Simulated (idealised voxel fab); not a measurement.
The process module presented herein is designated voxel fin reveal.
cross-section cut | 175 nm wide | cells 5 nm
The cross-sections in this document take the form of a grid made of square cells. They are written out as bands, in order from top to bottom. Each band consists of one or more rows of cells. Top, bottom (nm), then materials left to right with widths (nm); lone material tagged "all across" fills the whole band edge to edge; "blank" = empty space. Height reference: 0 = level under which incoming wafer is all one material. Lowest band: no bottom, runs on downward, e.g. "0 and below". Width: "30->40" (first number = top row, second number = bottom row, same change from row to row of cells). Key: "all unchanged" - step with no changed cell in the cross-section. In "Enclosed cavity list" the enclosed voids are listed, meaning empty spaces of 8 cells or larger without any opening to the top. The form is width x height at distance, distance from the left edge, units nm. Post-settings text on a step line: simulator's own remark regarding the step. A step's line can hold "overlay nm"; with a mask on that step, the setting says how far right of the planned place the mask lay, while a negative setting says it lay to the left.
### Planned process steps
1) RECEIVE with material Si
2) CONFORMAL_DEP with material SiN, thk nm 10
3) MASKED_ETCH with tone cover, mask id FINS, width nm 15, pitch nm 35, etch materials SiN, depth nm 10, overlay nm 0
4) MASKED_ETCH with tone cover, mask id FINS, width nm 15, pitch nm 35, etch materials Si, depth nm 35, overlay nm 0
5) OXIDIZE with depth nm 5
6) FILL_DEP with material SiO2, thk nm 15
7) CMP with height nm 10
8) SELECTIVE_ETCH with etch materials SiO2, depth nm 30
9) STRIP with etch materials SiN
### As-received state of the wafer in cross-section, equivalent to post-step 1
  0 and below: Si all across
  Enclosed cavity list: none
### This is how the wafer looks in cross-section once the module is done, given the starting state and plan above and one mistake in carrying the plan out
  0 down to -20: 65 nm blank, 5 nm Si, 30 nm blank, 5 nm Si, 70 nm blank
  -20 down to -45: 65 nm SiO2, 5 nm Si, 30 nm SiO2, 5 nm Si, 70 nm SiO2
  -45 and below: Si all across
  Enclosed cavity list: none
What was the processing mistake? step 4 ran as: MASKED_ETCH with tone cover, mask id FINS, width nm 15, pitch nm 35, etch materials Si, depth nm 40, overlay nm 0
